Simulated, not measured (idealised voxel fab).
Herein follows the process module entitled voxel transistor to metal.
The figure presents cross-section cut, which has a width of 260 nm and is divided into square cells with an edge length of 5 nm.
In this document a cross-section is written as a grid of square cells. It is given as a series of bands, listed from the top down, and a band is one or more rows of cells. Within each band entry, the heights of the top and of the bottom of the band appear first, in that order and in nm; the materials of the band then follow from left to right, each with its corresponding width in nm. The designation "edge to edge" on a single material indicates that it fills the band from edge to edge; the designation "empty" indicates empty space. Counting heights begins at 0, where everything beneath is, in the wafer as received, one material. The lowest band has no bottom; it goes on downwards, as "0 -> down" shows. The width entry "30 to 40" should be interpreted row by row: the top row of cells in the band takes the first number, the bottom row takes the second number, and the change between adjacent rows is uniform throughout. "no alterations made", as given for a step, is the statement that not any cell of the cross-section underwent a change during that step. "Enclosed empty spaces" lists enclosed empty spaces (at least 8 cells, no open path upward to the top), each as width x height at distance from the left edge, in nm. Read whatever lies past the settings on a step's line as the simulator's own remark about the step. Regarding "overlay nm": on a step with a mask, it is the distance the mask lay to the right of its planned place; a negative value places it to the left. Each pair below shows a cross-section before one step and the cross-section after it, down to the lowest band that changed. The line under each pair gives the step between them, with its settings. The pairs can come from different runs of this module on the same starting wafer, so a pair continues from the pair above only where its "Snapshot before" says so.

**Snapshot before**
* 120 -> 115: Cu edge to edge
* 115 -> 110: TiN 25 nm, Cu 15 nm, TiN 110 nm, Cu 15 nm, TiN 95 nm
* 110 -> 95: SiO2 20 nm, TiN 5 nm, Cu 15 nm, TiN 5 nm, SiO2 100 nm, TiN 5 nm, Cu 15 nm, TiN 5 nm, SiO2 90 nm
* 95 -> 90: SiO2 20 nm, TiN 5 nm, Cu 5 nm, TiN 15 nm, SiO2 100 nm, TiN 5 nm, Cu 5 nm, TiN 15 nm, SiO2 90 nm
* 90 -> 80: SiO2 20 nm, TiN 5 nm, Cu 5 nm, TiN 5 nm, SiO2 110 nm, TiN 5 nm, Cu 5 nm, TiN 5 nm, SiO2 100 nm
* 80 -> 75: SiO2 20 nm, TiN 15 nm, SiO2 110 nm, TiN 15 nm, SiO2 100 nm
* 75 -> 70: SiCN 25 nm, TiN 10 nm, SiCN 115 nm, TiN 10 nm, SiCN 100 nm
* 70 -> 55: lowk 25 nm, TiN 5 nm, W 10 nm, TiN 5 nm, lowk 45 nm, TiN 5 nm, W 10 nm, TiN 5 nm, lowk 40 nm, TiN 5 nm, W 10 nm, TiN 5 nm, lowk 45 nm, TiN 5 nm, W 10 nm, TiN 5 nm, lowk 25 nm
* 55 -> 50: SiCN 25 nm, TiN 20 nm, SiCN 45 nm, TiN 20 nm, SiCN 40 nm, TiN 20 nm, SiCN 45 nm, TiN 20 nm, SiCN 25 nm
* 50 -> 35: SiO2 25 nm, TiN 5 nm, Ru 10 nm, TiN 5 nm, SiO2 45 nm, TiN 5 nm, Ru 10 nm, TiN 5 nm, SiO2 40 nm, TiN 5 nm, Ru 10 nm, TiN 5 nm, SiO2 45 nm, TiN 5 nm, Ru 10 nm, TiN 5 nm, SiO2 25 nm
* 35 -> 25: SiO2 25 nm, TiN 5 nm, Ru 10 nm, TiN 5 nm, SiN 10 nm, SiO2 5 nm, SiCN 15 nm, SiO2 5 nm, SiN 10 nm, TiN 5 nm, Ru 10 nm, TiN 5 nm, SiO2 40 nm, TiN 5 nm, Ru 10 nm, TiN 5 nm, SiN 10 nm, SiO2 5 nm, SiCN 15 nm, SiO2 5 nm, SiN 10 nm, TiN 5 nm, Ru 10 nm, TiN 5 nm, SiO2 25 nm
* 25 -> 0: SiO2 25 nm, TiN 5 nm, Ru 10 nm, TiN 5 nm, SiN 10 nm, SiO2 5 nm, polySi 15 nm, SiO2 5 nm, SiN 10 nm, TiN 5 nm, Ru 10 nm, TiN 5 nm, SiO2 40 nm, TiN 5 nm, Ru 10 nm, TiN 5 nm, SiN 10 nm, SiO2 5 nm, polySi 15 nm, SiO2 5 nm, SiN 10 nm, TiN 5 nm, Ru 10 nm, TiN 5 nm, SiO2 25 nm
* 0 -> -5: SiO2 15 nm, SiN 10 nm, TiN 20 nm, SiN 10 nm, SiO2 5 nm, polySi 15 nm, SiO2 5 nm, SiN 10 nm, TiN 20 nm, SiN 10 nm, SiO2 20 nm, SiN 10 nm, TiN 20 nm, SiN 10 nm, SiO2 5 nm, polySi 15 nm, SiO2 5 nm, SiN 10 nm, TiN 20 nm, SiN 10 nm, SiO2 15 nm
* -5 -> -10: SiO2 25 nm, SiGe 20 nm, SiO2 45 nm, SiGe 20 nm, SiO2 40 nm, SiGe 20 nm, SiO2 45 nm, SiGe 20 nm, SiO2 25 nm
* -10 -> -40: SiO2 20 nm, Si 95 nm, SiO2 30 nm, Si 95 nm, SiO2 20 nm
* -40 -> down: Si edge to edge
* Enclosed empty spaces: none

**Post-Step Cross-Section**
* 110 -> 95: SiO2 20 nm, TiN 5 nm, Cu 15 nm, TiN 5 nm, SiO2 100 nm, TiN 5 nm, Cu 15 nm, TiN 5 nm, SiO2 90 nm
* Everything below 95 is unchanged.
* Enclosed empty spaces: none
The process step bridging the two cross-sections above: CMP [height nm 110]

Snapshot before: taken from the pair above, after panel.

**Post-Step Cross-Section**
* 115 -> 110: SiN edge to edge
* Everything below 110 is unchanged.
* Enclosed empty spaces: none
The process step bridging the two cross-sections above: CONFORMAL_DEP [material SiN] [thk nm 5]

**Snapshot before**
* 75 -> 70: TiN 30 nm, empty 10 nm, TiN 55 nm, empty 10 nm, TiN 50 nm, empty 10 nm, TiN 55 nm, empty 10 nm, TiN 30 nm
* 70 -> 55: lowk 25 nm, TiN 5 nm, empty 10 nm, TiN 5 nm, lowk 45 nm, TiN 5 nm, empty 10 nm, TiN 5 nm, lowk 40 nm, TiN 5 nm, empty 10 nm, TiN 5 nm, lowk 45 nm, TiN 5 nm, empty 10 nm, TiN 5 nm, lowk 25 nm
* 55 -> 50: SiCN 25 nm, TiN 20 nm, SiCN 45 nm, TiN 20 nm, SiCN 40 nm, TiN 20 nm, SiCN 45 nm, TiN 20 nm, SiCN 25 nm
* 50 -> 35: SiO2 25 nm, TiN 5 nm, Ru 10 nm, TiN 5 nm, SiO2 45 nm, TiN 5 nm, Ru 10 nm, TiN 5 nm, SiO2 40 nm, TiN 5 nm, Ru 10 nm, TiN 5 nm, SiO2 45 nm, TiN 5 nm, Ru 10 nm, TiN 5 nm, SiO2 25 nm
* 35 -> 25: SiO2 25 nm, TiN 5 nm, Ru 10 nm, TiN 5 nm, SiN 10 nm, SiO2 5 nm, SiCN 15 nm, SiO2 5 nm, SiN 10 nm, TiN 5 nm, Ru 10 nm, TiN 5 nm, SiO2 40 nm, TiN 5 nm, Ru 10 nm, TiN 5 nm, SiN 10 nm, SiO2 5 nm, SiCN 15 nm, SiO2 5 nm, SiN 10 nm, TiN 5 nm, Ru 10 nm, TiN 5 nm, SiO2 25 nm
* 25 -> 0: SiO2 25 nm, TiN 5 nm, Ru 10 nm, TiN 5 nm, SiN 10 nm, SiO2 5 nm, polySi 15 nm, SiO2 5 nm, SiN 10 nm, TiN 5 nm, Ru 10 nm, TiN 5 nm, SiO2 40 nm, TiN 5 nm, Ru 10 nm, TiN 5 nm, SiN 10 nm, SiO2 5 nm, polySi 15 nm, SiO2 5 nm, SiN 10 nm, TiN 5 nm, Ru 10 nm, TiN 5 nm, SiO2 25 nm
* 0 -> -5: SiO2 15 nm, SiN 10 nm, TiN 20 nm, SiN 10 nm, SiO2 5 nm, polySi 15 nm, SiO2 5 nm, SiN 10 nm, TiN 20 nm, SiN 10 nm, SiO2 20 nm, SiN 10 nm, TiN 20 nm, SiN 10 nm, SiO2 5 nm, polySi 15 nm, SiO2 5 nm, SiN 10 nm, TiN 20 nm, SiN 10 nm, SiO2 15 nm
* -5 -> -10: SiO2 25 nm, SiGe 20 nm, SiO2 45 nm, SiGe 20 nm, SiO2 40 nm, SiGe 20 nm, SiO2 45 nm, SiGe 20 nm, SiO2 25 nm
* -10 -> -40: SiO2 20 nm, Si 95 nm, SiO2 30 nm, Si 95 nm, SiO2 20 nm
* -40 -> down: Si edge to edge
* Enclosed empty spaces: none

**Post-Step Cross-Section**
* 85 -> 75: polySi edge to edge
* 75 -> 70: TiN 30 nm, polySi 10 nm, TiN 55 nm, polySi 10 nm, TiN 50 nm, polySi 10 nm, TiN 55 nm, polySi 10 nm, TiN 30 nm
* 70 -> 55: lowk 25 nm, TiN 5 nm, polySi 10 nm, TiN 5 nm, lowk 45 nm, TiN 5 nm, polySi 10 nm, TiN 5 nm, lowk 40 nm, TiN 5 nm, polySi 10 nm, TiN 5 nm, lowk 45 nm, TiN 5 nm, polySi 10 nm, TiN 5 nm, lowk 25 nm
* Everything below 55 is unchanged.
* Enclosed empty spaces: none
The process step bridging the two cross-sections above: FILL_DEP [material polySi] [thk nm 10]

Snapshot before: taken from the pair above, after panel.

**Post-Step Cross-Section**
* 70 -> 55: lowk 25 nm, TiN 5 nm, polySi 10 nm, TiN 5 nm, lowk 45 nm, TiN 5 nm, polySi 10 nm, TiN 5 nm, lowk 40 nm, TiN 5 nm, polySi 10 nm, TiN 5 nm, lowk 45 nm, TiN 5 nm, polySi 10 nm, TiN 5 nm, lowk 25 nm
* Everything below 55 is unchanged.
* Enclosed empty spaces: none
The process step bridging the two cross-sections above: CMP [height nm 70]

Snapshot before: taken from the pair above, after panel.

**Post-Step Cross-Section**
* 75 -> 70: SiCN edge to edge
* Everything below 70 is unchanged.
* Enclosed empty spaces: none
The process step bridging the two cross-sections above: CONFORMAL_DEP [material SiCN] [thk nm 5]

Snapshot before: taken from the pair above, after panel.

**Post-Step Cross-Section**
* 110 -> 75: SiO2 edge to edge
* Everything below 75 is unchanged.
* Enclosed empty spaces: none
The process step bridging the two cross-sections above: DIRECTIONAL_DEP [material SiO2] [thk nm 35]

Snapshot before: taken from the pair above, after panel.

**Post-Step Cross-Section**
* 120 -> 110: aC edge to edge
* Everything below 110 is unchanged.
* Enclosed empty spaces: none
The process step bridging the two cross-sections above: DIRECTIONAL_DEP [material aC] [thk nm 10]

Snapshot before: taken from the pair above, after panel.

**Post-Step Cross-Section**
* 150 -> 120: resist 25 nm, empty 15 nm, resist 110 nm, empty 15 nm, resist 95 nm
* Everything below 120 is unchanged.
* Enclosed empty spaces: none
The process step bridging the two cross-sections above: PATTERN [tone open] [mask id METAL_2_HOLES] [material resist] [width nm 15] [pitch nm 125] [thk nm 30] [overlay nm 0]

Snapshot before: taken from the pair above, after panel.

**Post-Step Cross-Section**
* 140 -> 120: resist 25 nm, empty 15 nm, resist 110 nm, empty 15 nm, resist 95 nm
* 120 -> 110: aC 25 nm, empty 15 nm, aC 110 nm, empty 15 nm, aC 95 nm
* Everything below 110 is unchanged.
* Enclosed empty spaces: none
The process step bridging the two cross-sections above: DIRECTIONAL_ETCH [etch materials aC] [depth nm 10]

Snapshot before: taken from the pair above, after panel.

**Post-Step Cross-Section**
* 120 -> 110: aC 25 nm, empty 15 nm, aC 110 nm, empty 15 nm, aC 95 nm
* Everything below 110 is unchanged.
* Enclosed empty spaces: none
The process step bridging the two cross-sections above: STRIP [etch materials resist]

Snapshot before: taken from the pair above, after panel.

**Post-Step Cross-Section**
* 120 -> 110: aC 25 nm, empty 15 nm, aC 110 nm, empty 15 nm, aC 95 nm
* 110 -> 75: SiO2 25 nm, empty 15 nm, SiO2 110 nm, empty 15 nm, SiO2 95 nm
* Everything below 75 is unchanged.
* Enclosed empty spaces: none
The process step bridging the two cross-sections above: DIRECTIONAL_ETCH [etch materials SiO2] [depth nm 35]

Snapshot before: taken from the pair above, after panel.

**Post-Step Cross-Section**
* 110 -> 75: SiO2 25 nm, empty 15 nm, SiO2 110 nm, empty 15 nm, SiO2 95 nm
* Everything below 75 is unchanged.
* Enclosed empty spaces: none
The process step bridging the two cross-sections above: STRIP [etch materials aC]

Snapshot before: taken from the pair above, after panel.

**Post-Step Cross-Section**
* 130 -> 110: resist 25 nm, empty 20 nm, resist 105 nm, empty 20 nm, resist 90 nm
* Everything below 110 is unchanged.
* Enclosed empty spaces: none
The process step bridging the two cross-sections above: PATTERN [tone open] [mask id METAL_2] [material resist] [width nm 20] [pitch nm 125] [thk nm 20] [overlay nm 0]

Snapshot before: taken from the pair above, after panel.

**Post-Step Cross-Section**
* 130 -> 110: resist 25 nm, empty 20 nm, resist 105 nm, empty 20 nm, resist 90 nm
* 110 -> 90: SiO2 25 nm, empty 20 nm, SiO2 105 nm, empty 20 nm, SiO2 90 nm
* Everything below 90 is unchanged.
* Enclosed empty spaces: none
The process step bridging the two cross-sections above: DIRECTIONAL_ETCH [etch materials SiO2] [depth nm 20]

Snapshot before: taken from the pair above, after panel.

**Post-Step Cross-Section**
* 130 -> 110: resist 25 nm, empty 20 nm, resist 105 nm, empty 20 nm, resist 90 nm
* 110 -> 90: SiO2 25 nm, empty 20 nm, SiO2 105 nm, empty 20 nm, SiO2 90 nm
* 90 -> 75: SiO2 25 nm, empty 15 nm, SiO2 110 nm, empty 15 nm, SiO2 95 nm
* 75 -> 70: SiCN 25 nm, empty 15 nm, SiCN 110 nm, empty 15 nm, SiCN 95 nm
* Everything below 70 is unchanged.
* Enclosed empty spaces: none
The process step bridging the two cross-sections above: DIRECTIONAL_ETCH [etch materials SiCN] [depth nm 5]

Snapshot before: taken from the pair above, after panel.

**Post-Step Cross-Section**
* 110 -> 90: SiO2 25 nm, empty 20 nm, SiO2 105 nm, empty 20 nm, SiO2 90 nm
* Everything below 90 is unchanged.
* Enclosed empty spaces: none
The process step bridging the two cross-sections above: STRIP [etch materials resist]

Snapshot before: taken from the pair above, after panel.

**Post-Step Cross-Section**
* 115 -> 110: TiN 30 nm, empty 10 nm, TiN 115 nm, empty 10 nm, TiN 95 nm
* 110 -> 95: SiO2 25 nm, TiN 5 nm, empty 10 nm, TiN 5 nm, SiO2 105 nm, TiN 5 nm, empty 10 nm, TiN 5 nm, SiO2 90 nm
* 95 -> 90: SiO2 25 nm, TiN 5 nm, empty 5 nm, TiN 10 nm, SiO2 105 nm, TiN 5 nm, empty 5 nm, TiN 10 nm, SiO2 90 nm
* 90 -> 75: SiO2 25 nm, TiN 5 nm, empty 5 nm, TiN 5 nm, SiO2 110 nm, TiN 5 nm, empty 5 nm, TiN 5 nm, SiO2 95 nm
* 75 -> 70: SiCN 25 nm, TiN 15 nm, SiCN 110 nm, TiN 15 nm, SiCN 95 nm
* Everything below 70 is unchanged.
* Enclosed empty spaces: none
The process step bridging the two cross-sections above: CONFORMAL_DEP [material TiN] [thk nm 5]

Snapshot before: taken from the pair above, after panel.

**Post-Step Cross-Section**
* 120 -> 115: Cu edge to edge
* 115 -> 110: TiN 30 nm, Cu 10 nm, TiN 115 nm, Cu 10 nm, TiN 95 nm
* 110 -> 95: SiO2 25 nm, TiN 5 nm, Cu 10 nm, TiN 5 nm, SiO2 105 nm, TiN 5 nm, Cu 10 nm, TiN 5 nm, SiO2 90 nm
* 95 -> 90: SiO2 25 nm, TiN 5 nm, Cu 5 nm, TiN 10 nm, SiO2 105 nm, TiN 5 nm, Cu 5 nm, TiN 10 nm, SiO2 90 nm
* 90 -> 75: SiO2 25 nm, TiN 5 nm, Cu 5 nm, TiN 5 nm, SiO2 110 nm, TiN 5 nm, Cu 5 nm, TiN 5 nm, SiO2 95 nm
* Everything below 75 is unchanged.
* Enclosed empty spaces: none
The process step bridging the two cross-sections above: FILL_DEP [material Cu] [thk nm 5]

Snapshot before: taken from the pair above, after panel.

**Post-Step Cross-Section**
* 110 -> 95: SiO2 25 nm, TiN 5 nm, Cu 10 nm, TiN 5 nm, SiO2 105 nm, TiN 5 nm, Cu 10 nm, TiN 5 nm, SiO2 90 nm
* Everything below 95 is unchanged.
* Enclosed empty spaces: none
The process step bridging the two cross-sections above: CMP [height nm 110]

Snapshot before: taken from the pair above, after panel.

**Post-Step Cross-Section**
* 115 -> 110: SiN edge to edge
* Everything below 110 is unchanged.
* Enclosed empty spaces: none
The process step bridging the two cross-sections above: CONFORMAL_DEP [material SiN] [thk nm 5]

**Snapshot before**
* 70 -> 55: lowk edge to edge
* 55 -> 50: SiCN edge to edge
* 50 -> 35: SiO2 25 nm, TiN 5 nm, Ru 10 nm, TiN 5 nm, SiO2 45 nm, TiN 5 nm, Ru 10 nm, TiN 5 nm, SiO2 40 nm, TiN 5 nm, Ru 10 nm, TiN 5 nm, SiO2 45 nm, TiN 5 nm, Ru 10 nm, TiN 5 nm, SiO2 25 nm
* 35 -> 25: SiO2 25 nm, TiN 5 nm, Ru 10 nm, TiN 5 nm, SiN 10 nm, SiO2 5 nm, SiCN 15 nm, SiO2 5 nm, SiN 10 nm, TiN 5 nm, Ru 10 nm, TiN 5 nm, SiO2 40 nm, TiN 5 nm, Ru 10 nm, TiN 5 nm, SiN 10 nm, SiO2 5 nm, SiCN 15 nm, SiO2 5 nm, SiN 10 nm, TiN 5 nm, Ru 10 nm, TiN 5 nm, SiO2 25 nm
* 25 -> 0: SiO2 25 nm, TiN 5 nm, Ru 10 nm, TiN 5 nm, SiN 10 nm, SiO2 5 nm, polySi 15 nm, SiO2 5 nm, SiN 10 nm, TiN 5 nm, Ru 10 nm, TiN 5 nm, SiO2 40 nm, TiN 5 nm, Ru 10 nm, TiN 5 nm, SiN 10 nm, SiO2 5 nm, polySi 15 nm, SiO2 5 nm, SiN 10 nm, TiN 5 nm, Ru 10 nm, TiN 5 nm, SiO2 25 nm
* 0 -> -5: SiO2 15 nm, SiN 10 nm, TiN 20 nm, SiN 10 nm, SiO2 5 nm, polySi 15 nm, SiO2 5 nm, SiN 10 nm, TiN 20 nm, SiN 10 nm, SiO2 20 nm, SiN 10 nm, TiN 20 nm, SiN 10 nm, SiO2 5 nm, polySi 15 nm, SiO2 5 nm, SiN 10 nm, TiN 20 nm, SiN 10 nm, SiO2 15 nm
* -5 -> -10: SiO2 25 nm, SiGe 20 nm, SiO2 45 nm, SiGe 20 nm, SiO2 40 nm, SiGe 20 nm, SiO2 45 nm, SiGe 20 nm, SiO2 25 nm
* -10 -> -40: SiO2 20 nm, Si 95 nm, SiO2 30 nm, Si 95 nm, SiO2 20 nm
* -40 -> down: Si edge to edge
* Enclosed empty spaces: none

**Post-Step Cross-Section**
* 70 -> 55: empty 25 nm, lowk 20 nm, empty 45 nm, lowk 20 nm, empty 40 nm, lowk 20 nm, empty 45 nm, lowk 20 nm, empty 25 nm
* Everything below 55 is unchanged.
* Enclosed empty spaces: none
The process step bridging the two cross-sections above: MASKED_ETCH [tone cover] [mask id METAL_1] [width nm 20] [etch materials lowk] [depth nm 15] [overlay nm 0]

Snapshot before: taken from the pair above, after panel.

**Post-Step Cross-Section**
* 75 -> 70: empty 20 nm, TiN 30 nm, empty 35 nm, TiN 30 nm, empty 30 nm, TiN 30 nm, empty 35 nm, TiN 30 nm, empty 20 nm
* 70 -> 60: empty 20 nm, TiN 5 nm, lowk 20 nm, TiN 5 nm, empty 35 nm, TiN 5 nm, lowk 20 nm, TiN 5 nm, empty 30 nm, TiN 5 nm, lowk 20 nm, TiN 5 nm, empty 35 nm, TiN 5 nm, lowk 20 nm, TiN 5 nm, empty 20 nm
* 60 -> 55: TiN 25 nm, lowk 20 nm, TiN 45 nm, lowk 20 nm, TiN 40 nm, lowk 20 nm, TiN 45 nm, lowk 20 nm, TiN 25 nm
* Everything below 55 is unchanged.
* Enclosed empty spaces: none
The process step bridging the two cross-sections above: CONFORMAL_DEP [material TiN] [thk nm 5]

Snapshot before: taken from the pair above, after panel.

**Post-Step Cross-Section**
* 85 -> 75: W edge to edge
* 75 -> 70: W 20 nm, TiN 30 nm, W 35 nm, TiN 30 nm, W 30 nm, TiN 30 nm, W 35 nm, TiN 30 nm, W 20 nm
* 70 -> 60: W 20 nm, TiN 5 nm, lowk 20 nm, TiN 5 nm, W 35 nm, TiN 5 nm, lowk 20 nm, TiN 5 nm, W 30 nm, TiN 5 nm, lowk 20 nm, TiN 5 nm, W 35 nm, TiN 5 nm, lowk 20 nm, TiN 5 nm, W 20 nm
* Everything below 60 is unchanged.
* Enclosed empty spaces: none
The process step bridging the two cross-sections above: FILL_DEP [material W] [thk nm 10]

Snapshot before: taken from the pair above, after panel.

**Post-Step Cross-Section**
* 70 -> 60: W 20 nm, TiN 5 nm, lowk 20 nm, TiN 5 nm, W 35 nm, TiN 5 nm, lowk 20 nm, TiN 5 nm, W 30 nm, TiN 5 nm, lowk 20 nm, TiN 5 nm, W 35 nm, TiN 5 nm, lowk 20 nm, TiN 5 nm, W 20 nm
* Everything below 60 is unchanged.
* Enclosed empty spaces: none
The process step bridging the two cross-sections above: CMP [height nm 70]

Snapshot before: taken from the pair above, after panel.

**Post-Step Cross-Section**
* 75 -> 70: SiCN edge to edge
* Everything below 70 is unchanged.
* Enclosed empty spaces: none
The process step bridging the two cross-sections above: CONFORMAL_DEP [material SiCN] [thk nm 5]

Snapshot before: taken from the pair above, after panel.

**Post-Step Cross-Section**
* 110 -> 75: SiO2 edge to edge
* Everything below 75 is unchanged.
* Enclosed empty spaces: none
The process step bridging the two cross-sections above: DIRECTIONAL_DEP [material SiO2] [thk nm 35]

Snapshot before: taken from the pair above, after panel.

**Post-Step Cross-Section**
* 120 -> 110: aC edge to edge
* Everything below 110 is unchanged.
* Enclosed empty spaces: none
The process step bridging the two cross-sections above: DIRECTIONAL_DEP [material aC] [thk nm 10]

Snapshot before: taken from the pair above, after panel.

**Post-Step Cross-Section**
* 150 -> 120: resist 25 nm, empty 15 nm, resist 110 nm, empty 15 nm, resist 95 nm
* Everything below 120 is unchanged.
* Enclosed empty spaces: none
The process step bridging the two cross-sections above: PATTERN [tone open] [mask id METAL_2_HOLES] [material resist] [width nm 15] [pitch nm 125] [thk nm 30] [overlay nm 0]

Snapshot before: taken from the pair above, after panel.

**Post-Step Cross-Section**
* 140 -> 120: resist 25 nm, empty 15 nm, resist 110 nm, empty 15 nm, resist 95 nm
* 120 -> 110: aC 25 nm, empty 15 nm, aC 110 nm, empty 15 nm, aC 95 nm
* Everything below 110 is unchanged.
* Enclosed empty spaces: none
The process step bridging the two cross-sections above: DIRECTIONAL_ETCH [etch materials aC] [depth nm 10]

Snapshot before: taken from the pair above, after panel.

**Post-Step Cross-Section**
* 120 -> 110: aC 25 nm, empty 15 nm, aC 110 nm, empty 15 nm, aC 95 nm
* Everything below 110 is unchanged.
* Enclosed empty spaces: none
The process step bridging the two cross-sections above: STRIP [etch materials resist]

Snapshot before: taken from the pair above, after panel.

**Post-Step Cross-Section**
* 120 -> 110: aC 25 nm, empty 15 nm, aC 110 nm, empty 15 nm, aC 95 nm
* 110 -> 75: SiO2 25 nm, empty 15 nm, SiO2 110 nm, empty 15 nm, SiO2 95 nm
* Everything below 75 is unchanged.
* Enclosed empty spaces: none
The process step bridging the two cross-sections above: DIRECTIONAL_ETCH [etch materials SiO2] [depth nm 35]

Snapshot before: taken from the pair above, after panel.

**Post-Step Cross-Section**
* 110 -> 75: SiO2 25 nm, empty 15 nm, SiO2 110 nm, empty 15 nm, SiO2 95 nm
* Everything below 75 is unchanged.
* Enclosed empty spaces: none
The process step bridging the two cross-sections above: STRIP [etch materials aC]

Snapshot before: taken from the pair above, after panel.

**Post-Step Cross-Section**
* 130 -> 110: resist 25 nm, empty 20 nm, resist 105 nm, empty 20 nm, resist 90 nm
* Everything below 110 is unchanged.
* Enclosed empty spaces: none
The process step bridging the two cross-sections above: PATTERN [tone open] [mask id METAL_2] [material resist] [width nm 20] [pitch nm 125] [thk nm 20] [overlay nm 0]

Snapshot before: taken from the pair above, after panel.

**Post-Step Cross-Section**
* 130 -> 110: resist 25 nm, empty 20 nm, resist 105 nm, empty 20 nm, resist 90 nm
* 110 -> 90: SiO2 25 nm, empty 20 nm, SiO2 105 nm, empty 20 nm, SiO2 90 nm
* Everything below 90 is unchanged.
* Enclosed empty spaces: none
The process step bridging the two cross-sections above: DIRECTIONAL_ETCH [etch materials SiO2] [depth nm 20]

Snapshot before: taken from the pair above, after panel.

**Post-Step Cross-Section**
* 130 -> 110: resist 25 nm, empty 20 nm, resist 105 nm, empty 20 nm, resist 90 nm
* 110 -> 90: SiO2 25 nm, empty 20 nm, SiO2 105 nm, empty 20 nm, SiO2 90 nm
* 90 -> 75: SiO2 25 nm, empty 15 nm, SiO2 110 nm, empty 15 nm, SiO2 95 nm
* 75 -> 70: SiCN 25 nm, empty 15 nm, SiCN 110 nm, empty 15 nm, SiCN 95 nm
* Everything below 70 is unchanged.
* Enclosed empty spaces: none
The process step bridging the two cross-sections above: DIRECTIONAL_ETCH [etch materials SiCN] [depth nm 5]

Snapshot before: taken from the pair above, after panel.

**Post-Step Cross-Section**
* 110 -> 90: SiO2 25 nm, empty 20 nm, SiO2 105 nm, empty 20 nm, SiO2 90 nm
* Everything below 90 is unchanged.
* Enclosed empty spaces: none
The process step bridging the two cross-sections above: STRIP [etch materials resist]

Snapshot before: taken from the pair above, after panel.

**Post-Step Cross-Section**
* 115 -> 110: TiN 30 nm, empty 10 nm, TiN 115 nm, empty 10 nm, TiN 95 nm
* 110 -> 95: SiO2 25 nm, TiN 5 nm, empty 10 nm, TiN 5 nm, SiO2 105 nm, TiN 5 nm, empty 10 nm, TiN 5 nm, SiO2 90 nm
* 95 -> 90: SiO2 25 nm, TiN 5 nm, empty 5 nm, TiN 10 nm, SiO2 105 nm, TiN 5 nm, empty 5 nm, TiN 10 nm, SiO2 90 nm
* 90 -> 75: SiO2 25 nm, TiN 5 nm, empty 5 nm, TiN 5 nm, SiO2 110 nm, TiN 5 nm, empty 5 nm, TiN 5 nm, SiO2 95 nm
* 75 -> 70: SiCN 25 nm, TiN 15 nm, SiCN 110 nm, TiN 15 nm, SiCN 95 nm
* Everything below 70 is unchanged.
* Enclosed empty spaces: none
The process step bridging the two cross-sections above: CONFORMAL_DEP [material TiN] [thk nm 5]

Snapshot before: taken from the pair above, after panel.

**Post-Step Cross-Section**
* 120 -> 115: Cu edge to edge
* 115 -> 110: TiN 30 nm, Cu 10 nm, TiN 115 nm, Cu 10 nm, TiN 95 nm
* 110 -> 95: SiO2 25 nm, TiN 5 nm, Cu 10 nm, TiN 5 nm, SiO2 105 nm, TiN 5 nm, Cu 10 nm, TiN 5 nm, SiO2 90 nm
* 95 -> 90: SiO2 25 nm, TiN 5 nm, Cu 5 nm, TiN 10 nm, SiO2 105 nm, TiN 5 nm, Cu 5 nm, TiN 10 nm, SiO2 90 nm
* 90 -> 75: SiO2 25 nm, TiN 5 nm, Cu 5 nm, TiN 5 nm, SiO2 110 nm, TiN 5 nm, Cu 5 nm, TiN 5 nm, SiO2 95 nm
* Everything below 75 is unchanged.
* Enclosed empty spaces: none
The process step bridging the two cross-sections above: FILL_DEP [material Cu] [thk nm 5]

Snapshot before: taken from the pair above, after panel.

**Post-Step Cross-Section**
* 110 -> 95: SiO2 25 nm, TiN 5 nm, Cu 10 nm, TiN 5 nm, SiO2 105 nm, TiN 5 nm, Cu 10 nm, TiN 5 nm, SiO2 90 nm
* Everything below 95 is unchanged.
* Enclosed empty spaces: none
The process step bridging the two cross-sections above: CMP [height nm 110]

Snapshot before: taken from the pair above, after panel.

**Post-Step Cross-Section**
* 115 -> 110: SiN edge to edge
* Everything below 110 is unchanged.
* Enclosed empty spaces: none
The process step bridging the two cross-sections above: CONFORMAL_DEP [material SiN] [thk nm 5]
